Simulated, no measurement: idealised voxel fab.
process module | voxel air gaps
cross-section cut | 195 nm wide | cells 5 nm
A cross-section is a grid of square cells, given in bands from the top down. A band is one or more rows of cells.
Each band's line starts with the height of the band's top and of its bottom, in nm. Then come its materials from left to right, each with its width in nm. One material with "throughout" fills the band from edge to edge. "air" is empty space.
Height 0 is the level under which the wafer as received is all one material. The lowest band goes on downwards, as in "0 down".
A width such as "30 to 40" changes by the same amount from each row of cells to the next, from the band's top row to its bottom row.
"no change" after a step means that no cell of the cross-section changed.
closed voids: empty space of 8 cells or more with no open way to the top, each as width x height at its distance from the left edge, in nm
after a step's settings: what the simulator itself notes on the step
overlay nm, on a step with a mask: how far to the right of its planned place the mask lay; to the left if negative
Each pair below shows a cross-section before one step and the cross-section after it, down to the lowest band that changed. The line under each pair gives the step between them, with its settings. The pairs can come from different runs of this module on the same starting wafer, so a pair continues from the pair above only where its "before" says so.
before
  0 down: Si throughout
  closed voids: none
after
  10 to 0: SiO2 throughout
  below 0: unchanged
  closed voids: none
the step between: op CONFORMAL_DEP | material SiO2 | thk nm 10
before: the cross-section after the pair above
after
  15 to 10: SiN throughout
  below 10: unchanged
  closed voids: none
the step between: op CONFORMAL_DEP | material SiN | thk nm 5
before: the cross-section after the pair above
after
  50 to 15: SiO2 throughout
  below 15: unchanged
  closed voids: none
the step between: op DIRECTIONAL_DEP | material SiO2 | thk nm 35
before: the cross-section after the pair above
after
  50 to 15: SiO2 50 | air 15 | SiO2 25 | air 15 | SiO2 25 | air 15 | SiO2 50
  below 15: unchanged
  closed voids: none
the step between: op MASKED_ETCH | tone open | mask id LINES | width nm 15 | pitch nm 40 | etch materials SiO2 | depth nm 35 | overlay nm 0
before: the cross-section after the pair above
after
  55 to 50: TiN 55 | air 5 | TiN 35 | air 5 | TiN 35 | air 5 | TiN 55
  50 to 20: SiO2 50 | TiN 5 | air 5 | TiN 5 | SiO2 25 | TiN 5 | air 5 | TiN 5 | SiO2 25 | TiN 5 | air 5 | TiN 5 | SiO2 50
  20 to 15: SiO2 50 | TiN 15 | SiO2 25 | TiN 15 | SiO2 25 | TiN 15 | SiO2 50
  below 15: unchanged
  closed voids: none
the step between: op CONFORMAL_DEP | material TiN | thk nm 5
before: the cross-section after the pair above
after
  65 to 55: W throughout
  55 to 50: TiN 55 | W 5 | TiN 35 | W 5 | TiN 35 | W 5 | TiN 55
  50 to 20: SiO2 50 | TiN 5 | W 5 | TiN 5 | SiO2 25 | TiN 5 | W 5 | TiN 5 | SiO2 25 | TiN 5 | W 5 | TiN 5 | SiO2 50
  below 20: unchanged
  closed voids: none
the step between: op FILL_DEP | material W | thk nm 10
before: the cross-section after the pair above
after
  50 to 20: SiO2 50 | TiN 5 | W 5 | TiN 5 | SiO2 25 | TiN 5 | W 5 | TiN 5 | SiO2 25 | TiN 5 | W 5 | TiN 5 | SiO2 50
  below 20: unchanged
  closed voids: none
the step between: op CMP | height nm 50
before: the cross-section after the pair above
after
  60 to 50: air 40 | Ru 35 | air 5 | Ru 35 | air 5 | Ru 35 | air 40
  below 50: unchanged
  closed voids: none
the step between: op EPI | material Ru | thk nm 10
before: the cross-section after the pair above
after
  60 to 50: air 40 | Ru 35 | air 5 | Ru 35 | air 5 | Ru 35 | air 40
  50 to 20: air 50 | TiN 5 | W 5 | TiN 5 | air 25 | TiN 5 | W 5 | TiN 5 | air 25 | TiN 5 | W 5 | TiN 5 | air 50
  20 to 15: air 50 | TiN 15 | air 25 | TiN 15 | air 25 | TiN 15 | air 50
  below 15: unchanged
  closed voids: none
the step between: op SELECTIVE_ETCH | etch materials SiO2 | depth nm 45
before: the cross-section after the pair above
after
  65 to 60: air 35 | SiN 125 | air 35
  60 to 50: air 35 | SiN 5 | Ru 35 | SiN 5 | Ru 35 | SiN 5 | Ru 35 | SiN 5 | air 35
  50 to 45: air 35 | SiN 15 | TiN 5 | W 5 | TiN 5 | SiN 25 | TiN 5 | W 5 | TiN 5 | SiN 25 | TiN 5 | W 5 | TiN 5 | SiN 15 | air 35
  45 to 20: air 45 | SiN 5 | TiN 5 | W 5 | TiN 5 | SiN 5 | air 15 | SiN 5 | TiN 5 | W 5 | TiN 5 | SiN 5 | air 15 | SiN 5 | TiN 5 | W 5 | TiN 5 | SiN 5 | air 45
  20 to 15: SiN 50 | TiN 15 | SiN 25 | TiN 15 | SiN 25 | TiN 15 | SiN 50
  below 15: unchanged
  closed voids: 15 x 25 at 70; 15 x 25 at 110
the step between: op CONFORMAL_DEP | material SiN | thk nm 5
before
  60 to 50: air 40 | Ru 35 | air 5 | Ru 35 | air 5 | Ru 35 | air 40
  50 to 20: SiO2 50 | TiN 5 | W 5 | TiN 5 | SiO2 25 | TiN 5 | W 5 | TiN 5 | SiO2 25 | TiN 5 | W 5 | TiN 5 | SiO2 50
  20 to 15: SiO2 50 | TiN 15 | SiO2 25 | TiN 15 | SiO2 25 | TiN 15 | SiO2 50
  15 to 10: SiN throughout
  10 to 0: SiO2 throughout
  0 down: Si throughout
  closed voids: none
after
  70 to 50: air 30 | Ru 135 | air 30
  below 50: unchanged
  closed voids: none
the step between: op EPI | material Ru | thk nm 10
before: the cross-section after the pair above
after
  70 to 50: air 30 | Ru 135 | air 30
  50 to 20: air 50 | TiN 5 | W 5 | TiN 5 | SiO2 25 | TiN 5 | W 5 | TiN 5 | SiO2 25 | TiN 5 | W 5 | TiN 5 | air 50
  20 to 15: air 50 | TiN 15 | SiO2 25 | TiN 15 | SiO2 25 | TiN 15 | air 50
  below 15: unchanged
  closed voids: none
the step between: op SELECTIVE_ETCH | etch materials SiO2 | depth nm 45
before: the cross-section after the pair above
after
  75 to 70: air 25 | SiN 145 | air 25
  70 to 50: air 25 | SiN 5 | Ru 135 | SiN 5 | air 25
  50 to 45: air 25 | SiN 25 | TiN 5 | W 5 | TiN 5 | SiO2 25 | TiN 5 | W 5 | TiN 5 | SiO2 25 | TiN 5 | W 5 | TiN 5 | SiN 25 | air 25
  45 to 20: air 45 | SiN 5 | TiN 5 | W 5 | TiN 5 | SiO2 25 | TiN 5 | W 5 | TiN 5 | SiO2 25 | TiN 5 | W 5 | TiN 5 | SiN 5 | air 45
  20 to 15: SiN 50 | TiN 15 | SiO2 25 | TiN 15 | SiO2 25 | TiN 15 | SiN 50
  below 15: unchanged
  closed voids: none
the step between: op CONFORMAL_DEP | material SiN | thk nm 5
before
  10 to 0: SiO2 throughout
  0 down: Si throughout
  closed voids: none
after
  45 to 0: SiO2 throughout
  below 0: unchanged
  closed voids: none
the step between: op DIRECTIONAL_DEP | material SiO2 | thk nm 35
before: the cross-section after the pair above
after
  50 to 45: SiN throughout
  below 45: unchanged
  closed voids: none
the step between: op CONFORMAL_DEP | material SiN | thk nm 5
before: the cross-section after the pair above
after
  55 to 50: TiN throughout
  below 50: unchanged
  closed voids: none
the step between: op CONFORMAL_DEP | material TiN | thk nm 5
before: the cross-section after the pair above
after
  65 to 55: W throughout
  below 55: unchanged
  closed voids: none
the step between: op FILL_DEP | material W | thk nm 10
before: the cross-section after the pair above
after
  50 to 45: SiN throughout
  below 45: unchanged
  closed voids: none
the step between: op CMP | height nm 50
before: the cross-section after the pair above
after
  55 to 45: SiN throughout
  below 45: unchanged
  closed voids: none
the step between: op CONFORMAL_DEP | material SiN | thk nm 5
before
  15 to 10: SiN throughout
  10 to 0: SiO2 throughout
  0 down: Si throughout
  closed voids: none
after
  45 to 15: SiO2 throughout
  below 15: unchanged
  closed voids: none
the step between: op DIRECTIONAL_DEP | material SiO2 | thk nm 30
before: the cross-section after the pair above
after
  45 to 15: SiO2 50 | air 15 | SiO2 25 | air 15 | SiO2 25 | air 15 | SiO2 50
  below 15: unchanged
  closed voids: none
the step between: op MASKED_ETCH | tone open | mask id LINES | width nm 15 | pitch nm 40 | etch materials SiO2 | depth nm 35 | overlay nm 0
before: the cross-section after the pair above
after
  50 to 45: TiN 55 | air 5 | TiN 35 | air 5 | TiN 35 | air 5 | TiN 55
  45 to 20: SiO2 50 | TiN 5 | air 5 | TiN 5 | SiO2 25 | TiN 5 | air 5 | TiN 5 | SiO2 25 | TiN 5 | air 5 | TiN 5 | SiO2 50
  20 to 15: SiO2 50 | TiN 15 | SiO2 25 | TiN 15 | SiO2 25 | TiN 15 | SiO2 50
  below 15: unchanged
  closed voids: none
the step between: op CONFORMAL_DEP | material TiN | thk nm 5
before: the cross-section after the pair above
after
  60 to 50: W throughout
  50 to 45: TiN 55 | W 5 | TiN 35 | W 5 | TiN 35 | W 5 | TiN 55
  45 to 20: SiO2 50 | TiN 5 | W 5 | TiN 5 | SiO2 25 | TiN 5 | W 5 | TiN 5 | SiO2 25 | TiN 5 | W 5 | TiN 5 | SiO2 50
  below 20: unchanged
  closed voids: none
the step between: op FILL_DEP | material W | thk nm 10
before: the cross-section after the pair above
after
  50 to 45: TiN 55 | W 5 | TiN 35 | W 5 | TiN 35 | W 5 | TiN 55
  below 45: unchanged
  closed voids: none
the step between: op CMP | height nm 50
before: the cross-section after the pair above
after
  60 to 50: Ru throughout
  below 50: unchanged
  closed voids: none
the step between: op EPI | material Ru | thk nm 10
before: the cross-section after the pair above
after
  65 to 60: SiN throughout
  below 60: unchanged
  closed voids: none
the step between: op CONFORMAL_DEP | material SiN | thk nm 5
before
  50 to 15: SiO2 throughout
  15 to 10: SiN throughout
  10 to 0: SiO2 throughout
  0 down: Si throughout
  closed voids: none
after
  50 to 15: SiO2 45 | air 25 | SiO2 15 | air 25 | SiO2 15 | air 25 | SiO2 45
  below 15: unchanged
  closed voids: none
the step between: op MASKED_ETCH | tone open | mask id LINES | width nm 25 | pitch nm 40 | etch materials SiO2 | depth nm 35 | overlay nm 0
before: the cross-section after the pair above
after
  55 to 50: TiN 50 | air 15 | TiN 25 | air 15 | TiN 25 | air 15 | TiN 50
  50 to 20: SiO2 45 | TiN 5 | air 15 | TiN 5 | SiO2 15 | TiN 5 | air 15 | TiN 5 | SiO2 15 | TiN 5 | air 15 | TiN 5 | SiO2 45
  20 to 15: SiO2 45 | TiN 25 | SiO2 15 | TiN 25 | SiO2 15 | TiN 25 | SiO2 45
  below 15: unchanged
  closed voids: none
the step between: op CONFORMAL_DEP | material TiN | thk nm 5
before: the cross-section after the pair above
after
  65 to 55: W throughout
  55 to 50: TiN 50 | W 15 | TiN 25 | W 15 | TiN 25 | W 15 | TiN 50
  50 to 20: SiO2 45 | TiN 5 | W 15 | TiN 5 | SiO2 15 | TiN 5 | W 15 | TiN 5 | SiO2 15 | TiN 5 | W 15 | TiN 5 | SiO2 45
  below 20: unchanged
  closed voids: none
the step between: op FILL_DEP | material W | thk nm 10
before: the cross-section after the pair above
after
  50 to 20: SiO2 45 | TiN 5 | W 15 | TiN 5 | SiO2 15 | TiN 5 | W 15 | TiN 5 | SiO2 15 | TiN 5 | W 15 | TiN 5 | SiO2 45
  below 20: unchanged
  closed voids: none
the step between: op CMP | height nm 50
before: the cross-section after the pair above
after
  60 to 50: air 35 | Ru 125 | air 35
  below 50: unchanged
  closed voids: none
the step between: op EPI | material Ru | thk nm 10
before: the cross-section after the pair above
after
  60 to 50: air 35 | Ru 125 | air 35
  50 to 20: air 45 | TiN 5 | W 15 | TiN 5 | SiO2 15 | TiN 5 | W 15 | TiN 5 | SiO2 15 | TiN 5 | W 15 | TiN 5 | air 45
  20 to 15: air 45 | TiN 25 | SiO2 15 | TiN 25 | SiO2 15 | TiN 25 | air 45
  below 15: unchanged
  closed voids: none
the step between: op SELECTIVE_ETCH | etch materials SiO2 | depth nm 45
before: the cross-section after the pair above
after
  65 to 60: air 30 | SiN 135 | air 30
  60 to 50: air 30 | SiN 5 | Ru 125 | SiN 5 | air 30
  50 to 45: air 30 | SiN 15 | TiN 5 | W 15 | TiN 5 | SiO2 15 | TiN 5 | W 15 | TiN 5 | SiO2 15 | TiN 5 | W 15 | TiN 5 | SiN 15 | air 30
  45 to 20: air 40 | SiN 5 | TiN 5 | W 15 | TiN 5 | SiO2 15 | TiN 5 | W 15 | TiN 5 | SiO2 15 | TiN 5 | W 15 | TiN 5 | SiN 5 | air 40
  20 to 15: SiN 45 | TiN 25 | SiO2 15 | TiN 25 | SiO2 15 | TiN 25 | SiN 45
  below 15: unchanged
  closed voids: none
the step between: op CONFORMAL_DEP | material SiN | thk nm 5
before
  50 to 15: SiO2 throughout
  15 to 10: SiN throughout
  10 to 0: SiO2 throughout
  0 down: Si throughout
  closed voids: none
after
  50 to 15: SiO2 45 | air 15 | SiO2 25 | air 15 | SiO2 25 | air 15 | SiO2 55
  below 15: unchanged
  closed voids: none
the step between: op MASKED_ETCH | tone open | mask id LINES | width nm 15 | pitch nm 40 | etch materials SiO2 | depth nm 35 | overlay nm -5
before: the cross-section after the pair above
after
  55 to 50: TiN 50 | air 5 | TiN 35 | air 5 | TiN 35 | air 5 | TiN 60
  50 to 20: SiO2 45 | TiN 5 | air 5 | TiN 5 | SiO2 25 | TiN 5 | air 5 | TiN 5 | SiO2 25 | TiN 5 | air 5 | TiN 5 | SiO2 55
  20 to 15: SiO2 45 | TiN 15 | SiO2 25 | TiN 15 | SiO2 25 | TiN 15 | SiO2 55
  below 15: unchanged
  closed voids: none
the step between: op CONFORMAL_DEP | material TiN | thk nm 5
before: the cross-section after the pair above
after
  65 to 55: W throughout
  55 to 50: TiN 50 | W 5 | TiN 35 | W 5 | TiN 35 | W 5 | TiN 60
  50 to 20: SiO2 45 | TiN 5 | W 5 | TiN 5 | SiO2 25 | TiN 5 | W 5 | TiN 5 | SiO2 25 | TiN 5 | W 5 | TiN 5 | SiO2 55
  below 20: unchanged
  closed voids: none
the step between: op FILL_DEP | material W | thk nm 10
before: the cross-section after the pair above
after
  50 to 20: SiO2 45 | TiN 5 | W 5 | TiN 5 | SiO2 25 | TiN 5 | W 5 | TiN 5 | SiO2 25 | TiN 5 | W 5 | TiN 5 | SiO2 55
  below 20: unchanged
  closed voids: none
the step between: op CMP | height nm 50
before: the cross-section after the pair above
after
  60 to 50: air 35 | Ru 35 | air 5 | Ru 35 | air 5 | Ru 35 | air 45
  below 50: unchanged
  closed voids: none
the step between: op EPI | material Ru | thk nm 10
before: the cross-section after the pair above
after
  60 to 50: air 35 | Ru 35 | air 5 | Ru 35 | air 5 | Ru 35 | air 45
  50 to 20: air 45 | TiN 5 | W 5 | TiN 5 | air 25 | TiN 5 | W 5 | TiN 5 | air 25 | TiN 5 | W 5 | TiN 5 | air 55
  20 to 15: air 45 | TiN 15 | air 25 | TiN 15 | air 25 | TiN 15 | air 55
  below 15: unchanged
  closed voids: none
the step between: op SELECTIVE_ETCH | etch materials SiO2 | depth nm 45
before: the cross-section after the pair above
after
  65 to 60: air 30 | SiN 125 | air 40
  60 to 50: air 30 | SiN 5 | Ru 35 | SiN 5 | Ru 35 | SiN 5 | Ru 35 | SiN 5 | air 40
  50 to 45: air 30 | SiN 15 | TiN 5 | W 5 | TiN 5 | SiN 25 | TiN 5 | W 5 | TiN 5 | SiN 25 | TiN 5 | W 5 | TiN 5 | SiN 15 | air 40
  45 to 20: air 40 | SiN 5 | TiN 5 | W 5 | TiN 5 | SiN 5 | air 15 | SiN 5 | TiN 5 | W 5 | TiN 5 | SiN 5 | air 15 | SiN 5 | TiN 5 | W 5 | TiN 5 | SiN 5 | air 50
  20 to 15: SiN 45 | TiN 15 | SiN 25 | TiN 15 | SiN 25 | TiN 15 | SiN 55
  below 15: unchanged
  closed voids: 15 x 25 at 65; 15 x 25 at 105
the step between: op CONFORMAL_DEP | material SiN | thk nm 5
before
  60 to 50: air 40 | Ru 35 | air 5 | Ru 35 | air 5 | Ru 35 | air 40
  50 to 20: air 50 | TiN 5 | W 5 | TiN 5 | air 25 | TiN 5 | W 5 | TiN 5 | air 25 | TiN 5 | W 5 | TiN 5 | air 50
  20 to 15: air 50 | TiN 15 | air 25 | TiN 15 | air 25 | TiN 15 | air 50
  15 to 10: SiN throughout
  10 to 0: SiO2 throughout
  0 down: Si throughout
  closed voids: none
after
  65 to 60: air 35 | TiN 125 | air 35
  60 to 50: air 35 | TiN 5 | Ru 35 | TiN 5 | Ru 35 | TiN 5 | Ru 35 | TiN 5 | air 35
  50 to 45: air 35 | TiN 20 | W 5 | TiN 35 | W 5 | TiN 35 | W 5 | TiN 20 | air 35
  45 to 20: air 45 | TiN 10 | W 5 | TiN 10 | air 15 | TiN 10 | W 5 | TiN 10 | air 15 | TiN 10 | W 5 | TiN 10 | air 45
  20 to 15: TiN throughout
  below 15: unchanged
  closed voids: 15 x 25 at 70; 15 x 25 at 110
the step between: op CONFORMAL_DEP | material TiN | thk nm 5
before
  50 to 15: SiO2 throughout
  15 to 10: SiN throughout
  10 to 0: SiO2 throughout
  0 down: Si throughout
  closed voids: none
after
  50 to 15: air 50 | SiO2 15 | air 25 | SiO2 15 | air 25 | SiO2 15 | air 50
  below 15: unchanged
  closed voids: none
the step between: op MASKED_ETCH | tone cover | mask id LINES | width nm 15 | pitch nm 40 | etch materials SiO2 | depth nm 35 | overlay nm 0
before: the cross-section after the pair above
after
  55 to 50: air 45 | TiN 25 | air 15 | TiN 25 | air 15 | TiN 25 | air 45
  50 to 20: air 45 | TiN 5 | SiO2 15 | TiN 5 | air 15 | TiN 5 | SiO2 15 | TiN 5 | air 15 | TiN 5 | SiO2 15 | TiN 5 | air 45
  20 to 15: TiN 50 | SiO2 15 | TiN 25 | SiO2 15 | TiN 25 | SiO2 15 | TiN 50
  below 15: unchanged
  closed voids: none
the step between: op CONFORMAL_DEP | material TiN | thk nm 5
before: the cross-section after the pair above
after
  65 to 55: W throughout
  55 to 50: W 45 | TiN 25 | W 15 | TiN 25 | W 15 | TiN 25 | W 45
  50 to 20: W 45 | TiN 5 | SiO2 15 | TiN 5 | W 15 | TiN 5 | SiO2 15 | TiN 5 | W 15 | TiN 5 | SiO2 15 | TiN 5 | W 45
  below 20: unchanged
  closed voids: none
the step between: op FILL_DEP | material W | thk nm 10
before: the cross-section after the pair above
after
  50 to 20: W 45 | TiN 5 | SiO2 15 | TiN 5 | W 15 | TiN 5 | SiO2 15 | TiN 5 | W 15 | TiN 5 | SiO2 15 | TiN 5 | W 45
  below 20: unchanged
  closed voids: none
the step between: op CMP | height nm 50
before: the cross-section after the pair above
after
  60 to 50: Ru throughout
  below 50: unchanged
  closed voids: none
the step between: op EPI | material Ru | thk nm 10
before: the cross-section after the pair above
after
  65 to 60: SiN throughout
  below 60: unchanged
  closed voids: none
the step between: op CONFORMAL_DEP | material SiN | thk nm 5
